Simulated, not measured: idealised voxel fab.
Proc. module: voxel self aligned contacts
Square cell edge 5 nm, section width 265 nm, ID cut.
Just so we're on the same page, the cross-sections are grids of square cells, and they're listed out in bands top to bottom, each band one or more rows deep.
Top height, bottom height, nm. Materials left to right, width each, nm. Single material + "throughout" = fills band edge to edge. "blank" = empty.
A quick word on heights: they are counted from 0, and under that level the wafer as it came to us is one material throughout. The lowest band is different from the rest in having no bottom; it simply continues downward, written as in "0 nm and below".
It should be noted that a width expressed as "30..40" varies in equal increments from row to row of cells within the band, taking the value of the first number at the top row and that of the second number at the bottom row.
Step note "nothing altered" = no cross-section cell changed.
Empty spaces without an open route to the top, at least 8 cells in extent, make up the entry "Sealed-off cavities"; each is given as width x height at distance, where the distance is measured from the left edge, and all are in nm.
Past the settings on a step's line: simulator remark, on that step.
overlay nm: on a step with a mask, how far right of its planned place the mask lay; negative means left.

SET OUT BELOW ARE THE PLANNED STEPS OF THE PROCESS
1. RECEIVE | material Si
2. OXIDIZE | depth nm 5
3. DIRECTIONAL_DEP | material polySi | thk nm 30
4. DIRECTIONAL_DEP | material SiN | thk nm 20
5. DIRECTIONAL_DEP | material aC | thk nm 15
6. PATTERN | tone cover | mask id GATE | material resist | width nm 35 | pitch nm 70 | thk nm 30 | overlay nm 0
7. DIRECTIONAL_ETCH | etch materials aC | depth nm 15
8. STRIP | etch materials resist
9. DIRECTIONAL_ETCH | etch materials SiN | depth nm 20
10. DIRECTIONAL_ETCH | etch materials polySi | depth nm 30
11. STRIP | etch materials aC
12. CONFORMAL_DEP | material SiN | thk nm 5
13. DIRECTIONAL_ETCH | etch materials SiN | depth nm 5
14. FILL_DEP | material SiO2 | thk nm 10
15. CMP | height nm 55
16. PATTERN | tone open | mask id CONTACT | material resist | width nm 55 | thk nm 15 | overlay nm 0
17. DIRECTIONAL_ETCH | etch materials SiO2 | depth nm 60
18. STRIP | etch materials resist
19. CONFORMAL_DEP | material TiN | thk nm 5
20. FILL_DEP | material Ru | thk nm 10
21. CMP | height nm 55
22. CONFORMAL_DEP | material SiN | thk nm 5

THE FIRST OF THE TWO WAFERS, WHICH RAN AS PLANNED

THE CROSS-SECTION HERE SHOWS THE WAFER AS RECEIVED, I.E. IN ITS STATE AFTER STEP 1
  0 nm and below: Si throughout
  Sealed-off cavities: none

HOW THE WAFER STANDS IN SECTION AFTER STEP 2
  0 nm to -5 nm: SiO2 throughout
  Under the height -5 nothing was changed.

HOW THE WAFER STANDS IN SECTION AFTER STEP 3
  30 nm to 0 nm: polySi throughout
  Under the height 0 nothing was changed.

HOW THE WAFER STANDS IN SECTION AFTER STEP 4
  50 nm to 30 nm: SiN throughout
  Under the height 30 nothing was changed.

HOW THE WAFER STANDS IN SECTION AFTER STEP 5
  65 nm to 50 nm: aC throughout
  Under the height 50 nothing was changed.

HOW THE WAFER STANDS IN SECTION AFTER STEP 6
  95 nm to 65 nm: 80 nm blank / 35 nm resist / 35 nm blank / 35 nm resist / 80 nm blank
  Under the height 65 nothing was changed.

HOW THE WAFER STANDS IN SECTION AFTER STEP 7
  80 nm to 65 nm: 80 nm blank / 35 nm resist / 35 nm blank / 35 nm resist / 80 nm blank
  65 nm to 50 nm: 80 nm blank / 35 nm aC / 35 nm blank / 35 nm aC / 80 nm blank
  Under the height 50 nothing was changed.

HOW THE WAFER STANDS IN SECTION AFTER STEP 8
  65 nm to 50 nm: 80 nm blank / 35 nm aC / 35 nm blank / 35 nm aC / 80 nm blank
  Under the height 50 nothing was changed.

HOW THE WAFER STANDS IN SECTION AFTER STEP 9
  65 nm to 50 nm: 80 nm blank / 35 nm aC / 35 nm blank / 35 nm aC / 80 nm blank
  50 nm to 30 nm: 80 nm blank / 35 nm SiN / 35 nm blank / 35 nm SiN / 80 nm blank
  Under the height 30 nothing was changed.

HOW THE WAFER STANDS IN SECTION AFTER STEP 10
  65 nm to 50 nm: 80 nm blank / 35 nm aC / 35 nm blank / 35 nm aC / 80 nm blank
  50 nm to 30 nm: 80 nm blank / 35 nm SiN / 35 nm blank / 35 nm SiN / 80 nm blank
  30 nm to 0 nm: 80 nm blank / 35 nm polySi / 35 nm blank / 35 nm polySi / 80 nm blank
  Under the height 0 nothing was changed.

HOW THE WAFER STANDS IN SECTION AFTER STEP 11
  50 nm to 30 nm: 80 nm blank / 35 nm SiN / 35 nm blank / 35 nm SiN / 80 nm blank
  Under the height 30 nothing was changed.

HOW THE WAFER STANDS IN SECTION AFTER STEP 12
  55 nm to 30 nm: 75 nm blank / 45 nm SiN / 25 nm blank / 45 nm SiN / 75 nm blank
  30 nm to 5 nm: 75 nm blank / 5 nm SiN / 35 nm polySi / 5 nm SiN / 25 nm blank / 5 nm SiN / 35 nm polySi / 5 nm SiN / 75 nm blank
  5 nm to 0 nm: 80 nm SiN / 35 nm polySi / 35 nm SiN / 35 nm polySi / 80 nm SiN
  Under the height 0 nothing was changed.

HOW THE WAFER STANDS IN SECTION AFTER STEP 13
  50 nm to 30 nm: 75 nm blank / 45 nm SiN / 25 nm blank / 45 nm SiN / 75 nm blank
  30 nm to 0 nm: 75 nm blank / 5 nm SiN / 35 nm polySi / 5 nm SiN / 25 nm blank / 5 nm SiN / 35 nm polySi / 5 nm SiN / 75 nm blank
  Under the height 0 nothing was changed.

HOW THE WAFER STANDS IN SECTION AFTER STEP 14
  60 nm to 50 nm: SiO2 throughout
  50 nm to 30 nm: 75 nm SiO2 / 45 nm SiN / 25 nm SiO2 / 45 nm SiN / 75 nm SiO2
  30 nm to 0 nm: 75 nm SiO2 / 5 nm SiN / 35 nm polySi / 5 nm SiN / 25 nm SiO2 / 5 nm SiN / 35 nm polySi / 5 nm SiN / 75 nm SiO2
  Under the height 0 nothing was changed.

HOW THE WAFER STANDS IN SECTION AFTER STEP 15
  55 nm to 50 nm: SiO2 throughout
  Under the height 50 nothing was changed.

HOW THE WAFER STANDS IN SECTION AFTER STEP 16
  70 nm to 55 nm: 105 nm resist / 55 nm blank / 105 nm resist
  Under the height 55 nothing was changed.

HOW THE WAFER STANDS IN SECTION AFTER STEP 17
  70 nm to 55 nm: 105 nm resist / 55 nm blank / 105 nm resist
  55 nm to 50 nm: 105 nm SiO2 / 55 nm blank / 105 nm SiO2
  50 nm to 30 nm: 75 nm SiO2 / 45 nm SiN / 25 nm blank / 45 nm SiN / 75 nm SiO2
  30 nm to 0 nm: 75 nm SiO2 / 5 nm SiN / 35 nm polySi / 5 nm SiN / 25 nm blank / 5 nm SiN / 35 nm polySi / 5 nm SiN / 75 nm SiO2
  0 nm to -5 nm: 120 nm SiO2 / 25 nm blank / 120 nm SiO2
  Under the height -5 nothing was changed.

HOW THE WAFER STANDS IN SECTION AFTER STEP 18
  55 nm to 50 nm: 105 nm SiO2 / 55 nm blank / 105 nm SiO2
  Under the height 50 nothing was changed.

HOW THE WAFER STANDS IN SECTION AFTER STEP 19
  60 nm to 55 nm: 110 nm TiN / 45 nm blank / 110 nm TiN
  55 nm to 50 nm: 105 nm SiO2 / 20 nm TiN / 15 nm blank / 20 nm TiN / 105 nm SiO2
  50 nm to 30 nm: 75 nm SiO2 / 45 nm SiN / 5 nm TiN / 15 nm blank / 5 nm TiN / 45 nm SiN / 75 nm SiO2
  30 nm to 0 nm: 75 nm SiO2 / 5 nm SiN / 35 nm polySi / 5 nm SiN / 5 nm TiN / 15 nm blank / 5 nm TiN / 5 nm SiN / 35 nm polySi / 5 nm SiN / 75 nm SiO2
  0 nm to -5 nm: 120 nm SiO2 / 25 nm TiN / 120 nm SiO2
  Under the height -5 nothing was changed.

HOW THE WAFER STANDS IN SECTION AFTER STEP 20
  70 nm to 60 nm: Ru throughout
  60 nm to 55 nm: 110 nm TiN / 45 nm Ru / 110 nm TiN
  55 nm to 50 nm: 105 nm SiO2 / 20 nm TiN / 15 nm Ru / 20 nm TiN / 105 nm SiO2
  50 nm to 30 nm: 75 nm SiO2 / 45 nm SiN / 5 nm TiN / 15 nm Ru / 5 nm TiN / 45 nm SiN / 75 nm SiO2
  30 nm to 0 nm: 75 nm SiO2 / 5 nm SiN / 35 nm polySi / 5 nm SiN / 5 nm TiN / 15 nm Ru / 5 nm TiN / 5 nm SiN / 35 nm polySi / 5 nm SiN / 75 nm SiO2
  Under the height 0 nothing was changed.

HOW THE WAFER STANDS IN SECTION AFTER STEP 21
  55 nm to 50 nm: 105 nm SiO2 / 20 nm TiN / 15 nm Ru / 20 nm TiN / 105 nm SiO2
  Under the height 50 nothing was changed.

HOW THE WAFER STANDS IN SECTION AFTER STEP 22
  60 nm to 55 nm: SiN throughout
  Under the height 55 nothing was changed.

WHAT FOLLOWS CONCERNS THE SECOND WAFER, WHICH STARTED OUT LIKE THE FIRST AND WAS MEANT TO FOLLOW THE VERY SAME PLAN; ONE MISTAKE CREPT IN WHEN IT WAS RUN, BUT EVERYTHING UP TO AND INCLUDING STEP 5 IS THE SAME AS FOR THE FIRST WAFER

SECOND WAFER, CROSS-SECTION, PLANNED END OF STEP 6
  95 nm to 65 nm: 70 nm blank / 35 nm resist / 35 nm blank / 35 nm resist / 90 nm blank
  Under the height 65 nothing was changed.

SECOND WAFER, CROSS-SECTION, PLANNED END OF STEP 7
  80 nm to 65 nm: 70 nm blank / 35 nm resist / 35 nm blank / 35 nm resist / 90 nm blank
  65 nm to 50 nm: 70 nm blank / 35 nm aC / 35 nm blank / 35 nm aC / 90 nm blank
  Under the height 50 nothing was changed.

SECOND WAFER, CROSS-SECTION, PLANNED END OF STEP 8
  65 nm to 50 nm: 70 nm blank / 35 nm aC / 35 nm blank / 35 nm aC / 90 nm blank
  Under the height 50 nothing was changed.

SECOND WAFER, CROSS-SECTION, PLANNED END OF STEP 9
  65 nm to 50 nm: 70 nm blank / 35 nm aC / 35 nm blank / 35 nm aC / 90 nm blank
  50 nm to 30 nm: 70 nm blank / 35 nm SiN / 35 nm blank / 35 nm SiN / 90 nm blank
  Under the height 30 nothing was changed.

SECOND WAFER, CROSS-SECTION, PLANNED END OF STEP 10
  65 nm to 50 nm: 70 nm blank / 35 nm aC / 35 nm blank / 35 nm aC / 90 nm blank
  50 nm to 30 nm: 70 nm blank / 35 nm SiN / 35 nm blank / 35 nm SiN / 90 nm blank
  30 nm to 0 nm: 70 nm blank / 35 nm polySi / 35 nm blank / 35 nm polySi / 90 nm blank
  Under the height 0 nothing was changed.

SECOND WAFER, CROSS-SECTION, PLANNED END OF STEP 11
  50 nm to 30 nm: 70 nm blank / 35 nm SiN / 35 nm blank / 35 nm SiN / 90 nm blank
  Under the height 30 nothing was changed.

SECOND WAFER, CROSS-SECTION, PLANNED END OF STEP 12
  55 nm to 30 nm: 65 nm blank / 45 nm SiN / 25 nm blank / 45 nm SiN / 85 nm blank
  30 nm to 5 nm: 65 nm blank / 5 nm SiN / 35 nm polySi / 5 nm SiN / 25 nm blank / 5 nm SiN / 35 nm polySi / 5 nm SiN / 85 nm blank
  5 nm to 0 nm: 70 nm SiN / 35 nm polySi / 35 nm SiN / 35 nm polySi / 90 nm SiN
  Under the height 0 nothing was changed.

SECOND WAFER, CROSS-SECTION, PLANNED END OF STEP 13
  50 nm to 30 nm: 65 nm blank / 45 nm SiN / 25 nm blank / 45 nm SiN / 85 nm blank
  30 nm to 0 nm: 65 nm blank / 5 nm SiN / 35 nm polySi / 5 nm SiN / 25 nm blank / 5 nm SiN / 35 nm polySi / 5 nm SiN / 85 nm blank
  Under the height 0 nothing was changed.

SECOND WAFER, CROSS-SECTION, PLANNED END OF STEP 14
  60 nm to 50 nm: SiO2 throughout
  50 nm to 30 nm: 65 nm SiO2 / 45 nm SiN / 25 nm SiO2 / 45 nm SiN / 85 nm SiO2
  30 nm to 0 nm: 65 nm SiO2 / 5 nm SiN / 35 nm polySi / 5 nm SiN / 25 nm SiO2 / 5 nm SiN / 35 nm polySi / 5 nm SiN / 85 nm SiO2
  Under the height 0 nothing was changed.

SECOND WAFER, CROSS-SECTION, PLANNED END OF STEP 15
  55 nm to 50 nm: SiO2 throughout
  Under the height 50 nothing was changed.

SECOND WAFER, CROSS-SECTION, PLANNED END OF STEP 16
  70 nm to 55 nm: 105 nm resist / 55 nm blank / 105 nm resist
  Under the height 55 nothing was changed.

SECOND WAFER, CROSS-SECTION, PLANNED END OF STEP 17
  70 nm to 55 nm: 105 nm resist / 55 nm blank / 105 nm resist
  55 nm to 50 nm: 105 nm SiO2 / 55 nm blank / 105 nm SiO2
  50 nm to 30 nm: 65 nm SiO2 / 45 nm SiN / 25 nm blank / 45 nm SiN / 85 nm SiO2
  30 nm to 0 nm: 65 nm SiO2 / 5 nm SiN / 35 nm polySi / 5 nm SiN / 25 nm blank / 5 nm SiN / 35 nm polySi / 5 nm SiN / 85 nm SiO2
  0 nm to -5 nm: 110 nm SiO2 / 25 nm blank / 130 nm SiO2
  Under the height -5 nothing was changed.

SECOND WAFER, CROSS-SECTION, PLANNED END OF STEP 18
  55 nm to 50 nm: 105 nm SiO2 / 55 nm blank / 105 nm SiO2
  Under the height 50 nothing was changed.

SECOND WAFER, CROSS-SECTION, PLANNED END OF STEP 19
  60 nm to 55 nm: 110 nm TiN / 45 nm blank / 110 nm TiN
  55 nm to 50 nm: 105 nm SiO2 / 10 nm TiN / 15 nm blank / 30 nm TiN / 105 nm SiO2
  50 nm to 30 nm: 65 nm SiO2 / 45 nm SiN / 5 nm TiN / 15 nm blank / 5 nm TiN / 45 nm SiN / 85 nm SiO2
  30 nm to 0 nm: 65 nm SiO2 / 5 nm SiN / 35 nm polySi / 5 nm SiN / 5 nm TiN / 15 nm blank / 5 nm TiN / 5 nm SiN / 35 nm polySi / 5 nm SiN / 85 nm SiO2
  0 nm to -5 nm: 110 nm SiO2 / 25 nm TiN / 130 nm SiO2
  Under the height -5 nothing was changed.

SECOND WAFER, CROSS-SECTION, PLANNED END OF STEP 20
  70 nm to 60 nm: Ru throughout
  60 nm to 55 nm: 110 nm TiN / 45 nm Ru / 110 nm TiN
  55 nm to 50 nm: 105 nm SiO2 / 10 nm TiN / 15 nm Ru / 30 nm TiN / 105 nm SiO2
  50 nm to 30 nm: 65 nm SiO2 / 45 nm SiN / 5 nm TiN / 15 nm Ru / 5 nm TiN / 45 nm SiN / 85 nm SiO2
  30 nm to 0 nm: 65 nm SiO2 / 5 nm SiN / 35 nm polySi / 5 nm SiN / 5 nm TiN / 15 nm Ru / 5 nm TiN / 5 nm SiN / 35 nm polySi / 5 nm SiN / 85 nm SiO2
  Under the height 0 nothing was changed.

SECOND WAFER, CROSS-SECTION, PLANNED END OF STEP 21
  55 nm to 50 nm: 105 nm SiO2 / 10 nm TiN / 15 nm Ru / 30 nm TiN / 105 nm SiO2
  Under the height 50 nothing was changed.

SECOND WAFER, CROSS-SECTION, PLANNED END OF STEP 22
  60 nm to 55 nm: SiN throughout
  Under the height 55 nothing was changed.
Deviation noted in wafer processing: step 6 off recipe, ran as PATTERN | tone cover | mask id GATE | material resist | width nm 35 | pitch nm 70 | thk nm 30 | overlay nm -10
Heads up: at the end the two wafers have identical cell counts per material, they're just laid out differently.
